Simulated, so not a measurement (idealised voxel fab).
The process module presented herein is designated voxel self aligned vias.
Square cells of 5 nm make up the cross-section cut, whose width is 220 nm.
In this document a cross-section is written as a grid of square cells. It is given as a series of bands, listed from the top down, and a band is one or more rows of cells.
This entry defines a band. It first specifies the height of the band's top and the height of its bottom in nm, and then specifies the band's materials from left to right, stating each material with its width in nm. The word "edge to edge" identifies a single material that fills the band from edge to edge, while the word "air" identifies empty space.
Heads up on the height convention: 0 is the point under which the incoming wafer is all one material, and the lowest band has no bottom, it just keeps going down, like "from 0 down".
A width given as "30 to 40" starts at the first number in the band's top row and ends at the second number in its bottom row, shifting by an equal amount at every step from row to row.
"nothing was modified" after a step means that no cell of the cross-section changed.
"Cavities, closed": sealed empty spaces, 8 cells or more, no open way to top, listed width x height at distance, with distance from the left edge and width, height and distance in nm.
It should be noted that, on the line of a given step, the content following the step's settings is a remark produced by the simulator itself with respect to that step.
overlay nm: right-of-plan distance of the mask on a masked step; negative values mean left-of-plan.
In what follows, pairs of cross-sections are presented, each taken before and after one process step, with the after cross-section shown only down to the lowest band that was altered; the step, together with its settings, is stated below the pair. The pairs may stem from different runs of this module on the same starting wafer; accordingly, a pair should be taken as continuing from the one above it solely where its entry headed "before" indicates as much.

Before
	from 85 to 70 = 40 nm resist / 35 nm air / 15 nm resist / 35 nm air / 15 nm resist / 35 nm air / 45 nm resist
	from 70 to 50 = 40 nm lowk / 35 nm air / 15 nm lowk / 35 nm air / 15 nm lowk / 35 nm air / 45 nm lowk
	from 50 to 40 = SiN edge to edge
	from 40 to 35 = 45 nm lowk / 25 nm SiN / 25 nm lowk / 25 nm SiN / 25 nm lowk / 25 nm SiN / 50 nm lowk
	from 35 to 25 = 45 nm lowk / 5 nm TiN / 15 nm W / 5 nm TiN / 25 nm lowk / 5 nm TiN / 15 nm W / 5 nm TiN / 25 nm lowk / 5 nm TiN / 15 nm W / 5 nm TiN / 50 nm lowk
	from 25 to 20 = 45 nm lowk / 25 nm TiN / 25 nm lowk / 25 nm TiN / 25 nm lowk / 25 nm TiN / 50 nm lowk
	from 20 to 15 = SiCN edge to edge
	from 15 to 0 = SiO2 edge to edge
	from 0 down = Si edge to edge
	Cavities, closed: none

Post-Process View
	from 85 to 70 = 40 nm resist / 35 nm air / 15 nm resist / 35 nm air / 15 nm resist / 35 nm air / 45 nm resist
	from 70 to 50 = 40 nm lowk / 35 nm air / 15 nm lowk / 35 nm air / 15 nm lowk / 35 nm air / 45 nm lowk
	from 50 to 45 = 40 nm SiN / 35 nm air / 15 nm SiN / 35 nm air / 15 nm SiN / 35 nm air / 45 nm SiN
	Lower than 45, everything is as it was.
	Cavities, closed: none
Process step bridging the above cross-sections: DIRECTIONAL_ETCH (etch materials SiN; depth nm 5)

before: The initial state for this step is given by the after cross-section of the immediately preceding pair.

Post-Process View
	from 70 to 50 = 40 nm lowk / 35 nm air / 15 nm lowk / 35 nm air / 15 nm lowk / 35 nm air / 45 nm lowk
	Lower than 50, everything is as it was.
	Cavities, closed: none
Process step bridging the above cross-sections: STRIP (etch materials resist)

before: The initial state for this step is given by the after cross-section of the immediately preceding pair.

Post-Process View
	from 75 to 70 = 45 nm TiN / 25 nm air / 25 nm TiN / 25 nm air / 25 nm TiN / 25 nm air / 50 nm TiN
	from 70 to 50 = 40 nm lowk / 5 nm TiN / 25 nm air / 5 nm TiN / 15 nm lowk / 5 nm TiN / 25 nm air / 5 nm TiN / 15 nm lowk / 5 nm TiN / 25 nm air / 5 nm TiN / 45 nm lowk
	from 50 to 45 = 40 nm SiN / 35 nm TiN / 15 nm SiN / 35 nm TiN / 15 nm SiN / 35 nm TiN / 45 nm SiN
	Lower than 45, everything is as it was.
	Cavities, closed: none
Process step bridging the above cross-sections: CONFORMAL_DEP (material TiN; thk nm 5)

before: The initial state for this step is given by the after cross-section of the immediately preceding pair.

Post-Process View
	from 80 to 75 = Cu edge to edge
	from 75 to 70 = 45 nm TiN / 25 nm Cu / 25 nm TiN / 25 nm Cu / 25 nm TiN / 25 nm Cu / 50 nm TiN
	from 70 to 50 = 40 nm lowk / 5 nm TiN / 25 nm Cu / 5 nm TiN / 15 nm lowk / 5 nm TiN / 25 nm Cu / 5 nm TiN / 15 nm lowk / 5 nm TiN / 25 nm Cu / 5 nm TiN / 45 nm lowk
	Lower than 50, everything is as it was.
	Cavities, closed: none
Process step bridging the above cross-sections: FILL_DEP (material Cu; thk nm 5)

before: The initial state for this step is given by the after cross-section of the immediately preceding pair.

Post-Process View
	from 70 to 50 = 40 nm lowk / 5 nm TiN / 25 nm Cu / 5 nm TiN / 15 nm lowk / 5 nm TiN / 25 nm Cu / 5 nm TiN / 15 nm lowk / 5 nm TiN / 25 nm Cu / 5 nm TiN / 45 nm lowk
	Lower than 50, everything is as it was.
	Cavities, closed: none
Process step bridging the above cross-sections: CMP (height nm 70)

before: The initial state for this step is given by the after cross-section of the immediately preceding pair.

Post-Process View
	from 75 to 70 = SiN edge to edge
	Lower than 70, everything is as it was.
	Cavities, closed: none
Process step bridging the above cross-sections: CONFORMAL_DEP (material SiN; thk nm 5)

Before
	from 70 to 50 = lowk edge to edge
	from 50 to 45 = 45 nm lowk / 25 nm SiN / 25 nm lowk / 25 nm SiN / 25 nm lowk / 25 nm SiN / 50 nm lowk
	from 45 to 25 = 45 nm lowk / 5 nm TiN / 15 nm W / 5 nm TiN / 25 nm lowk / 5 nm TiN / 15 nm W / 5 nm TiN / 25 nm lowk / 5 nm TiN / 15 nm W / 5 nm TiN / 50 nm lowk
	from 25 to 20 = 45 nm lowk / 25 nm TiN / 25 nm lowk / 25 nm TiN / 25 nm lowk / 25 nm TiN / 50 nm lowk
	from 20 to 15 = SiCN edge to edge
	from 15 to 0 = SiO2 edge to edge
	from 0 down = Si edge to edge
	Cavities, closed: none

Post-Process View
	from 85 to 70 = 45 nm resist / 30 nm air / 20 nm resist / 30 nm air / 20 nm resist / 30 nm air / 45 nm resist
	Lower than 70, everything is as it was.
	Cavities, closed: none
Process step bridging the above cross-sections: PATTERN (tone open; mask id VIAS; material resist; width nm 30; pitch nm 50; thk nm 15; overlay nm 0)

before: The initial state for this step is given by the after cross-section of the immediately preceding pair.

Post-Process View
	from 85 to 70 = 45 nm resist / 30 nm air / 20 nm resist / 30 nm air / 20 nm resist / 30 nm air / 45 nm resist
	from 70 to 50 = 45 nm lowk / 30 nm air / 20 nm lowk / 30 nm air / 20 nm lowk / 30 nm air / 45 nm lowk
	Lower than 50, everything is as it was.
	Cavities, closed: none
Process step bridging the above cross-sections: DIRECTIONAL_ETCH (etch materials lowk; depth nm 20)

before: The initial state for this step is given by the after cross-section of the immediately preceding pair.

Post-Process View
	from 85 to 70 = 45 nm resist / 30 nm air / 20 nm resist / 30 nm air / 20 nm resist / 30 nm air / 45 nm resist
	from 70 to 50 = 45 nm lowk / 30 nm air / 20 nm lowk / 30 nm air / 20 nm lowk / 30 nm air / 45 nm lowk
	from 50 to 45 = 45 nm lowk / 25 nm air / 25 nm lowk / 25 nm air / 25 nm lowk / 25 nm air / 50 nm lowk
	Lower than 45, everything is as it was.
	Cavities, closed: none
Process step bridging the above cross-sections: DIRECTIONAL_ETCH (etch materials SiN; depth nm 5)

before: The initial state for this step is given by the after cross-section of the immediately preceding pair.

Post-Process View
	from 70 to 50 = 45 nm lowk / 30 nm air / 20 nm lowk / 30 nm air / 20 nm lowk / 30 nm air / 45 nm lowk
	Lower than 50, everything is as it was.
	Cavities, closed: none
Process step bridging the above cross-sections: STRIP (etch materials resist)

before: The initial state for this step is given by the after cross-section of the immediately preceding pair.

Post-Process View
	from 75 to 70 = 50 nm TiN / 20 nm air / 30 nm TiN / 20 nm air / 30 nm TiN / 20 nm air / 50 nm TiN
	from 70 to 55 = 45 nm lowk / 5 nm TiN / 20 nm air / 5 nm TiN / 20 nm lowk / 5 nm TiN / 20 nm air / 5 nm TiN / 20 nm lowk / 5 nm TiN / 20 nm air / 5 nm TiN / 45 nm lowk
	from 55 to 50 = 45 nm lowk / 5 nm TiN / 15 nm air / 10 nm TiN / 20 nm lowk / 5 nm TiN / 15 nm air / 10 nm TiN / 20 nm lowk / 5 nm TiN / 15 nm air / 10 nm TiN / 45 nm lowk
	from 50 to 45 = 45 nm lowk / 25 nm TiN / 25 nm lowk / 25 nm TiN / 25 nm lowk / 25 nm TiN / 50 nm lowk
	Lower than 45, everything is as it was.
	Cavities, closed: none
Process step bridging the above cross-sections: CONFORMAL_DEP (material TiN; thk nm 5)

before: The initial state for this step is given by the after cross-section of the immediately preceding pair.

Post-Process View
	from 80 to 75 = Cu edge to edge
	from 75 to 70 = 50 nm TiN / 20 nm Cu / 30 nm TiN / 20 nm Cu / 30 nm TiN / 20 nm Cu / 50 nm TiN
	from 70 to 55 = 45 nm lowk / 5 nm TiN / 20 nm Cu / 5 nm TiN / 20 nm lowk / 5 nm TiN / 20 nm Cu / 5 nm TiN / 20 nm lowk / 5 nm TiN / 20 nm Cu / 5 nm TiN / 45 nm lowk
	from 55 to 50 = 45 nm lowk / 5 nm TiN / 15 nm Cu / 10 nm TiN / 20 nm lowk / 5 nm TiN / 15 nm Cu / 10 nm TiN / 20 nm lowk / 5 nm TiN / 15 nm Cu / 10 nm TiN / 45 nm lowk
	Lower than 50, everything is as it was.
	Cavities, closed: none
Process step bridging the above cross-sections: FILL_DEP (material Cu; thk nm 5)

before: The initial state for this step is given by the after cross-section of the immediately preceding pair.

Post-Process View
	from 70 to 55 = 45 nm lowk / 5 nm TiN / 20 nm Cu / 5 nm TiN / 20 nm lowk / 5 nm TiN / 20 nm Cu / 5 nm TiN / 20 nm lowk / 5 nm TiN / 20 nm Cu / 5 nm TiN / 45 nm lowk
	Lower than 55, everything is as it was.
	Cavities, closed: none
Process step bridging the above cross-sections: CMP (height nm 70)

before: The initial state for this step is given by the after cross-section of the immediately preceding pair.

Post-Process View
	from 75 to 70 = SiN edge to edge
	Lower than 70, everything is as it was.
	Cavities, closed: none
Process step bridging the above cross-sections: CONFORMAL_DEP (material SiN; thk nm 5)

Before
	from 50 to 20 = lowk edge to edge
	from 20 to 15 = SiCN edge to edge
	from 15 to 0 = SiO2 edge to edge
	from 0 down = Si edge to edge
	Cavities, closed: none

Post-Process View
	from 50 to 20 = 50 nm lowk / 25 nm air / 25 nm lowk / 25 nm air / 25 nm lowk / 25 nm air / 45 nm lowk
	Lower than 20, everything is as it was.
	Cavities, closed: none
Process step bridging the above cross-sections: MASKED_ETCH (tone open; mask id LINES; width nm 25; pitch nm 50; etch materials lowk; depth nm 30; overlay nm 5)

before: The initial state for this step is given by the after cross-section of the immediately preceding pair.

Post-Process View
	from 55 to 50 = 55 nm TiN / 15 nm air / 35 nm TiN / 15 nm air / 35 nm TiN / 15 nm air / 50 nm TiN
	from 50 to 25 = 50 nm lowk / 5 nm TiN / 15 nm air / 5 nm TiN / 25 nm lowk / 5 nm TiN / 15 nm air / 5 nm TiN / 25 nm lowk / 5 nm TiN / 15 nm air / 5 nm TiN / 45 nm lowk
	from 25 to 20 = 50 nm lowk / 25 nm TiN / 25 nm lowk / 25 nm TiN / 25 nm lowk / 25 nm TiN / 45 nm lowk
	Lower than 20, everything is as it was.
	Cavities, closed: none
Process step bridging the above cross-sections: CONFORMAL_DEP (material TiN; thk nm 5)

before: The initial state for this step is given by the after cross-section of the immediately preceding pair.

Post-Process View
	from 60 to 55 = W edge to edge
	from 55 to 50 = 55 nm TiN / 15 nm W / 35 nm TiN / 15 nm W / 35 nm TiN / 15 nm W / 50 nm TiN
	from 50 to 25 = 50 nm lowk / 5 nm TiN / 15 nm W / 5 nm TiN / 25 nm lowk / 5 nm TiN / 15 nm W / 5 nm TiN / 25 nm lowk / 5 nm TiN / 15 nm W / 5 nm TiN / 45 nm lowk
	Lower than 25, everything is as it was.
	Cavities, closed: none
Process step bridging the above cross-sections: FILL_DEP (material W; thk nm 5)

before: The initial state for this step is given by the after cross-section of the immediately preceding pair.

Post-Process View
	from 50 to 25 = 50 nm lowk / 5 nm TiN / 15 nm W / 5 nm TiN / 25 nm lowk / 5 nm TiN / 15 nm W / 5 nm TiN / 25 nm lowk / 5 nm TiN / 15 nm W / 5 nm TiN / 45 nm lowk
	Lower than 25, everything is as it was.
	Cavities, closed: none
Process step bridging the above cross-sections: CMP (height nm 50)

before: The initial state for this step is given by the after cross-section of the immediately preceding pair.

Post-Process View
	from 50 to 45 = 50 nm lowk / 25 nm air / 25 nm lowk / 25 nm air / 25 nm lowk / 25 nm air / 45 nm lowk
	Lower than 45, everything is as it was.
	Cavities, closed: none
Process step bridging the above cross-sections: SELECTIVE_ETCH (etch materials W Ru TiN; depth nm 5)

before: The initial state for this step is given by the after cross-section of the immediately preceding pair.

Post-Process View
	from 60 to 50 = SiN edge to edge
	from 50 to 45 = 50 nm lowk / 25 nm SiN / 25 nm lowk / 25 nm SiN / 25 nm lowk / 25 nm SiN / 45 nm lowk
	Lower than 45, everything is as it was.
	Cavities, closed: none
Process step bridging the above cross-sections: FILL_DEP (material SiN; thk nm 10)

before: The initial state for this step is given by the after cross-section of the immediately preceding pair.

Post-Process View
	from 50 to 45 = 50 nm lowk / 25 nm SiN / 25 nm lowk / 25 nm SiN / 25 nm lowk / 25 nm SiN / 45 nm lowk
	Lower than 45, everything is as it was.
	Cavities, closed: none
Process step bridging the above cross-sections: CMP (height nm 50)

before: The initial state for this step is given by the after cross-section of the immediately preceding pair.

Post-Process View
	from 70 to 50 = lowk edge to edge
	Lower than 50, everything is as it was.
	Cavities, closed: none
Process step bridging the above cross-sections: DIRECTIONAL_DEP (material lowk; thk nm 20)

before: The initial state for this step is given by the after cross-section of the immediately preceding pair.

Post-Process View
	from 85 to 70 = 40 nm resist / 35 nm air / 15 nm resist / 35 nm air / 15 nm resist / 35 nm air / 45 nm resist
	Lower than 70, everything is as it was.
	Cavities, closed: none
Process step bridging the above cross-sections: PATTERN (tone open; mask id VIAS; material resist; width nm 35; pitch nm 50; thk nm 15; overlay nm 0)

before: The initial state for this step is given by the after cross-section of the immediately preceding pair.

Post-Process View
	from 85 to 70 = 40 nm resist / 35 nm air / 15 nm resist / 35 nm air / 15 nm resist / 35 nm air / 45 nm resist
	from 70 to 50 = 40 nm lowk / 35 nm air / 15 nm lowk / 35 nm air / 15 nm lowk / 35 nm air / 45 nm lowk
	Lower than 50, everything is as it was.
	Cavities, closed: none
Process step bridging the above cross-sections: DIRECTIONAL_ETCH (etch materials lowk; depth nm 20)

before: The initial state for this step is given by the after cross-section of the immediately preceding pair.

Post-Process View
	from 85 to 70 = 40 nm resist / 35 nm air / 15 nm resist / 35 nm air / 15 nm resist / 35 nm air / 45 nm resist
	from 70 to 50 = 40 nm lowk / 35 nm air / 15 nm lowk / 35 nm air / 15 nm lowk / 35 nm air / 45 nm lowk
	from 50 to 45 = 50 nm lowk / 25 nm air / 25 nm lowk / 25 nm air / 25 nm lowk / 25 nm air / 45 nm lowk
	Lower than 45, everything is as it was.
	Cavities, closed: none
Process step bridging the above cross-sections: DIRECTIONAL_ETCH (etch materials SiN; depth nm 5)

before: The initial state for this step is given by the after cross-section of the immediately preceding pair.

Post-Process View
	from 70 to 50 = 40 nm lowk / 35 nm air / 15 nm lowk / 35 nm air / 15 nm lowk / 35 nm air / 45 nm lowk
	Lower than 50, everything is as it was.
	Cavities, closed: none
Process step bridging the above cross-sections: STRIP (etch materials resist)

before: The initial state for this step is given by the after cross-section of the immediately preceding pair.

Post-Process View
	from 75 to 70 = 45 nm TiN / 25 nm air / 25 nm TiN / 25 nm air / 25 nm TiN / 25 nm air / 50 nm TiN
	from 70 to 55 = 40 nm lowk / 5 nm TiN / 25 nm air / 5 nm TiN / 15 nm lowk / 5 nm TiN / 25 nm air / 5 nm TiN / 15 nm lowk / 5 nm TiN / 25 nm air / 5 nm TiN / 45 nm lowk
	from 55 to 50 = 40 nm lowk / 15 nm TiN / 15 nm air / 5 nm TiN / 15 nm lowk / 15 nm TiN / 15 nm air / 5 nm TiN / 15 nm lowk / 15 nm TiN / 15 nm air / 5 nm TiN / 45 nm lowk
	from 50 to 45 = 50 nm lowk / 25 nm TiN / 25 nm lowk / 25 nm TiN / 25 nm lowk / 25 nm TiN / 45 nm lowk
	Lower than 45, everything is as it was.
	Cavities, closed: none
Process step bridging the above cross-sections: CONFORMAL_DEP (material TiN; thk nm 5)

before: The initial state for this step is given by the after cross-section of the immediately preceding pair.

Post-Process View
	from 80 to 75 = Cu edge to edge
	from 75 to 70 = 45 nm TiN / 25 nm Cu / 25 nm TiN / 25 nm Cu / 25 nm TiN / 25 nm Cu / 50 nm TiN
	from 70 to 55 = 40 nm lowk / 5 nm TiN / 25 nm Cu / 5 nm TiN / 15 nm lowk / 5 nm TiN / 25 nm Cu / 5 nm TiN / 15 nm lowk / 5 nm TiN / 25 nm Cu / 5 nm TiN / 45 nm lowk
	from 55 to 50 = 40 nm lowk / 15 nm TiN / 15 nm Cu / 5 nm TiN / 15 nm lowk / 15 nm TiN / 15 nm Cu / 5 nm TiN / 15 nm lowk / 15 nm TiN / 15 nm Cu / 5 nm TiN / 45 nm lowk
	Lower than 50, everything is as it was.
	Cavities, closed: none
Process step bridging the above cross-sections: FILL_DEP (material Cu; thk nm 5)

before: The initial state for this step is given by the after cross-section of the immediately preceding pair.

Post-Process View
	from 70 to 55 = 40 nm lowk / 5 nm TiN / 25 nm Cu / 5 nm TiN / 15 nm lowk / 5 nm TiN / 25 nm Cu / 5 nm TiN / 15 nm lowk / 5 nm TiN / 25 nm Cu / 5 nm TiN / 45 nm lowk
	Lower than 55, everything is as it was.
	Cavities, closed: none
Process step bridging the above cross-sections: CMP (height nm 70)

before: The initial state for this step is given by the after cross-section of the immediately preceding pair.

Post-Process View
	from 75 to 70 = SiN edge to edge
	Lower than 70, everything is as it was.
	Cavities, closed: none
Process step bridging the above cross-sections: CONFORMAL_DEP (material SiN; thk nm 5)

Before
	from 0 down = Si edge to edge
	Cavities, closed: none

Post-Process View
	from 15 to 0 = Cu edge to edge
	Lower than 0, everything is as it was.
	Cavities, closed: none
Process step bridging the above cross-sections: CONFORMAL_DEP (material Cu; thk nm 15)

before: The initial state for this step is given by the after cross-section of the immediately preceding pair.

Post-Process View
	from 20 to 15 = SiCN edge to edge
	Lower than 15, everything is as it was.
	Cavities, closed: none
Process step bridging the above cross-sections: CONFORMAL_DEP (material SiCN; thk nm 5)

before: The initial state for this step is given by the after cross-section of the immediately preceding pair.

Post-Process View
	from 50 to 20 = lowk edge to edge
	Lower than 20, everything is as it was.
	Cavities, closed: none
Process step bridging the above cross-sections: DIRECTIONAL_DEP (material lowk; thk nm 30)

before: The initial state for this step is given by the after cross-section of the immediately preceding pair.

Post-Process View
	from 50 to 20 = 45 nm lowk / 25 nm air / 25 nm lowk / 25 nm air / 25 nm lowk / 25 nm air / 50 nm lowk
	Lower than 20, everything is as it was.
	Cavities, closed: none
Process step bridging the above cross-sections: MASKED_ETCH (tone open; mask id LINES; width nm 25; pitch nm 50; etch materials lowk; depth nm 30; overlay nm 0)

before: The initial state for this step is given by the after cross-section of the immediately preceding pair.

Post-Process View
	from 55 to 50 = 50 nm TiN / 15 nm air / 35 nm TiN / 15 nm air / 35 nm TiN / 15 nm air / 55 nm TiN
	from 50 to 25 = 45 nm lowk / 5 nm TiN / 15 nm air / 5 nm TiN / 25 nm lowk / 5 nm TiN / 15 nm air / 5 nm TiN / 25 nm lowk / 5 nm TiN / 15 nm air / 5 nm TiN / 50 nm lowk
	from 25 to 20 = 45 nm lowk / 25 nm TiN / 25 nm lowk / 25 nm TiN / 25 nm lowk / 25 nm TiN / 50 nm lowk
	Lower than 20, everything is as it was.
	Cavities, closed: none
Process step bridging the above cross-sections: CONFORMAL_DEP (material TiN; thk nm 5)

before: The initial state for this step is given by the after cross-section of the immediately preceding pair.

Post-Process View
	from 60 to 55 = W edge to edge
	from 55 to 50 = 50 nm TiN / 15 nm W / 35 nm TiN / 15 nm W / 35 nm TiN / 15 nm W / 55 nm TiN
	from 50 to 25 = 45 nm lowk / 5 nm TiN / 15 nm W / 5 nm TiN / 25 nm lowk / 5 nm TiN / 15 nm W / 5 nm TiN / 25 nm lowk / 5 nm TiN / 15 nm W / 5 nm TiN / 50 nm lowk
	Lower than 25, everything is as it was.
	Cavities, closed: none
Process step bridging the above cross-sections: FILL_DEP (material W; thk nm 5)

before: The initial state for this step is given by the after cross-section of the immediately preceding pair.

Post-Process View
	from 50 to 25 = 45 nm lowk / 5 nm TiN / 15 nm W / 5 nm TiN / 25 nm lowk / 5 nm TiN / 15 nm W / 5 nm TiN / 25 nm lowk / 5 nm TiN / 15 nm W / 5 nm TiN / 50 nm lowk
	Lower than 25, everything is as it was.
	Cavities, closed: none
Process step bridging the above cross-sections: CMP (height nm 50)

before: The initial state for this step is given by the after cross-section of the immediately preceding pair.

Post-Process View
	from 50 to 45 = 45 nm lowk / 25 nm air / 25 nm lowk / 25 nm air / 25 nm lowk / 25 nm air / 50 nm lowk
	Lower than 45, everything is as it was.
	Cavities, closed: none
Process step bridging the above cross-sections: SELECTIVE_ETCH (etch materials W Ru TiN; depth nm 5)

before: The initial state for this step is given by the after cross-section of the immediately preceding pair.

Post-Process View
	from 60 to 50 = SiN edge to edge
	from 50 to 45 = 45 nm lowk / 25 nm SiN / 25 nm lowk / 25 nm SiN / 25 nm lowk / 25 nm SiN / 50 nm lowk
	Lower than 45, everything is as it was.
	Cavities, closed: none
Process step bridging the above cross-sections: FILL_DEP (material SiN; thk nm 10)

before: The initial state for this step is given by the after cross-section of the immediately preceding pair.

Post-Process View
	from 50 to 45 = 45 nm lowk / 25 nm SiN / 25 nm lowk / 25 nm SiN / 25 nm lowk / 25 nm SiN / 50 nm lowk
	Lower than 45, everything is as it was.
	Cavities, closed: none
Process step bridging the above cross-sections: CMP (height nm 50)

before: The initial state for this step is given by the after cross-section of the immediately preceding pair.

Post-Process View
	from 70 to 50 = lowk edge to edge
	Lower than 50, everything is as it was.
	Cavities, closed: none
Process step bridging the above cross-sections: DIRECTIONAL_DEP (material lowk; thk nm 20)

before: The initial state for this step is given by the after cross-section of the immediately preceding pair.

Post-Process View
	from 85 to 70 = 40 nm resist / 35 nm air / 15 nm resist / 35 nm air / 15 nm resist / 35 nm air / 45 nm resist
	Lower than 70, everything is as it was.
	Cavities, closed: none
Process step bridging the above cross-sections: PATTERN (tone open; mask id VIAS; material resist; width nm 35; pitch nm 50; thk nm 15; overlay nm 0)

before: The initial state for this step is given by the after cross-section of the immediately preceding pair.

Post-Process View
	from 85 to 70 = 40 nm resist / 35 nm air / 15 nm resist / 35 nm air / 15 nm resist / 35 nm air / 45 nm resist
	from 70 to 50 = 40 nm lowk / 35 nm air / 15 nm lowk / 35 nm air / 15 nm lowk / 35 nm air / 45 nm lowk
	Lower than 50, everything is as it was.
	Cavities, closed: none
Process step bridging the above cross-sections: DIRECTIONAL_ETCH (etch materials lowk; depth nm 20)

before: The initial state for this step is given by the after cross-section of the immediately preceding pair.

Post-Process View
	from 85 to 70 = 40 nm resist / 35 nm air / 15 nm resist / 35 nm air / 15 nm resist / 35 nm air / 45 nm resist
	from 70 to 50 = 40 nm lowk / 35 nm air / 15 nm lowk / 35 nm air / 15 nm lowk / 35 nm air / 45 nm lowk
	from 50 to 45 = 45 nm lowk / 25 nm air / 25 nm lowk / 25 nm air / 25 nm lowk / 25 nm air / 50 nm lowk
	Lower than 45, everything is as it was.
	Cavities, closed: none
Process step bridging the above cross-sections: DIRECTIONAL_ETCH (etch materials SiN; depth nm 5)

before: The initial state for this step is given by the after cross-section of the immediately preceding pair.

Post-Process View
	from 70 to 50 = 40 nm lowk / 35 nm air / 15 nm lowk / 35 nm air / 15 nm lowk / 35 nm air / 45 nm lowk
	Lower than 50, everything is as it was.
	Cavities, closed: none
Process step bridging the above cross-sections: STRIP (etch materials resist)

before: The initial state for this step is given by the after cross-section of the immediately preceding pair.

Post-Process View
	from 75 to 70 = 45 nm TiN / 25 nm air / 25 nm TiN / 25 nm air / 25 nm TiN / 25 nm air / 50 nm TiN
	from 70 to 55 = 40 nm lowk / 5 nm TiN / 25 nm air / 5 nm TiN / 15 nm lowk / 5 nm TiN / 25 nm air / 5 nm TiN / 15 nm lowk / 5 nm TiN / 25 nm air / 5 nm TiN / 45 nm lowk
	from 55 to 50 = 40 nm lowk / 10 nm TiN / 15 nm air / 10 nm TiN / 15 nm lowk / 10 nm TiN / 15 nm air / 10 nm TiN / 15 nm lowk / 10 nm TiN / 15 nm air / 10 nm TiN / 45 nm lowk
	from 50 to 45 = 45 nm lowk / 25 nm TiN / 25 nm lowk / 25 nm TiN / 25 nm lowk / 25 nm TiN / 50 nm lowk
	Lower than 45, everything is as it was.
	Cavities, closed: none
Process step bridging the above cross-sections: CONFORMAL_DEP (material TiN; thk nm 5)

before: The initial state for this step is given by the after cross-section of the immediately preceding pair.

Post-Process View
	from 80 to 75 = Cu edge to edge
	from 75 to 70 = 45 nm TiN / 25 nm Cu / 25 nm TiN / 25 nm Cu / 25 nm TiN / 25 nm Cu / 50 nm TiN
	from 70 to 55 = 40 nm lowk / 5 nm TiN / 25 nm Cu / 5 nm TiN / 15 nm lowk / 5 nm TiN / 25 nm Cu / 5 nm TiN / 15 nm lowk / 5 nm TiN / 25 nm Cu / 5 nm TiN / 45 nm lowk
	from 55 to 50 = 40 nm lowk / 10 nm TiN / 15 nm Cu / 10 nm TiN / 15 nm lowk / 10 nm TiN / 15 nm Cu / 10 nm TiN / 15 nm lowk / 10 nm TiN / 15 nm Cu / 10 nm TiN / 45 nm lowk
	Lower than 50, everything is as it was.
	Cavities, closed: none
Process step bridging the above cross-sections: FILL_DEP (material Cu; thk nm 5)

before: The initial state for this step is given by the after cross-section of the immediately preceding pair.

Post-Process View
	from 70 to 55 = 40 nm lowk / 5 nm TiN / 25 nm Cu / 5 nm TiN / 15 nm lowk / 5 nm TiN / 25 nm Cu / 5 nm TiN / 15 nm lowk / 5 nm TiN / 25 nm Cu / 5 nm TiN / 45 nm lowk
	Lower than 55, everything is as it was.
	Cavities, closed: none
Process step bridging the above cross-sections: CMP (height nm 70)

before: The initial state for this step is given by the after cross-section of the immediately preceding pair.

Post-Process View
	from 75 to 70 = SiN edge to edge
	Lower than 70, everything is as it was.
	Cavities, closed: none
Process step bridging the above cross-sections: CONFORMAL_DEP (material SiN; thk nm 5)

Before
	from 50 to 20 = lowk edge to edge
	from 20 to 15 = SiCN edge to edge
	from 15 to 0 = SiO2 edge to edge
	from 0 down = Si edge to edge
	Cavities, closed: none

Post-Process View
	from 50 to 20 = 45 nm air / 25 nm lowk / 25 nm air / 25 nm lowk / 25 nm air / 25 nm lowk / 50 nm air
	Lower than 20, everything is as it was.
	Cavities, closed: none
Process step bridging the above cross-sections: MASKED_ETCH (tone cover; mask id LINES; width nm 25; pitch nm 50; etch materials lowk; depth nm 30; overlay nm 0)

before: The initial state for this step is given by the after cross-section of the immediately preceding pair.

Post-Process View
	from 55 to 50 = 40 nm air / 35 nm TiN / 15 nm air / 35 nm TiN / 15 nm air / 35 nm TiN / 45 nm air
	from 50 to 25 = 40 nm air / 5 nm TiN / 25 nm lowk / 5 nm TiN / 15 nm air / 5 nm TiN / 25 nm lowk / 5 nm TiN / 15 nm air / 5 nm TiN / 25 nm lowk / 5 nm TiN / 45 nm air
	from 25 to 20 = 45 nm TiN / 25 nm lowk / 25 nm TiN / 25 nm lowk / 25 nm TiN / 25 nm lowk / 50 nm TiN
	Lower than 20, everything is as it was.
	Cavities, closed: none
Process step bridging the above cross-sections: CONFORMAL_DEP (material TiN; thk nm 5)

before: The initial state for this step is given by the after cross-section of the immediately preceding pair.

Post-Process View
	from 60 to 55 = W edge to edge
	from 55 to 50 = 40 nm W / 35 nm TiN / 15 nm W / 35 nm TiN / 15 nm W / 35 nm TiN / 45 nm W
	from 50 to 25 = 40 nm W / 5 nm TiN / 25 nm lowk / 5 nm TiN / 15 nm W / 5 nm TiN / 25 nm lowk / 5 nm TiN / 15 nm W / 5 nm TiN / 25 nm lowk / 5 nm TiN / 45 nm W
	Lower than 25, everything is as it was.
	Cavities, closed: none
Process step bridging the above cross-sections: FILL_DEP (material W; thk nm 5)

before: The initial state for this step is given by the after cross-section of the immediately preceding pair.

Post-Process View
	from 50 to 25 = 40 nm W / 5 nm TiN / 25 nm lowk / 5 nm TiN / 15 nm W / 5 nm TiN / 25 nm lowk / 5 nm TiN / 15 nm W / 5 nm TiN / 25 nm lowk / 5 nm TiN / 45 nm W
	Lower than 25, everything is as it was.
	Cavities, closed: none
Process step bridging the above cross-sections: CMP (height nm 50)

before: The initial state for this step is given by the after cross-section of the immediately preceding pair.

Post-Process View
	from 50 to 45 = 45 nm air / 25 nm lowk / 25 nm air / 25 nm lowk / 25 nm air / 25 nm lowk / 50 nm air
	Lower than 45, everything is as it was.
	Cavities, closed: none
Process step bridging the above cross-sections: SELECTIVE_ETCH (etch materials W Ru TiN; depth nm 5)

before: The initial state for this step is given by the after cross-section of the immediately preceding pair.

Post-Process View
	from 60 to 50 = SiN edge to edge
	from 50 to 45 = 45 nm SiN / 25 nm lowk / 25 nm SiN / 25 nm lowk / 25 nm SiN / 25 nm lowk / 50 nm SiN
	Lower than 45, everything is as it was.
	Cavities, closed: none
Process step bridging the above cross-sections: FILL_DEP (material SiN; thk nm 10)

before: The initial state for this step is given by the after cross-section of the immediately preceding pair.

Post-Process View
	from 50 to 45 = 45 nm SiN / 25 nm lowk / 25 nm SiN / 25 nm lowk / 25 nm SiN / 25 nm lowk / 50 nm SiN
	Lower than 45, everything is as it was.
	Cavities, closed: none
Process step bridging the above cross-sections: CMP (height nm 50)

before: The initial state for this step is given by the after cross-section of the immediately preceding pair.

Post-Process View
	from 70 to 50 = lowk edge to edge
	Lower than 50, everything is as it was.
	Cavities, closed: none
Process step bridging the above cross-sections: DIRECTIONAL_DEP (material lowk; thk nm 20)
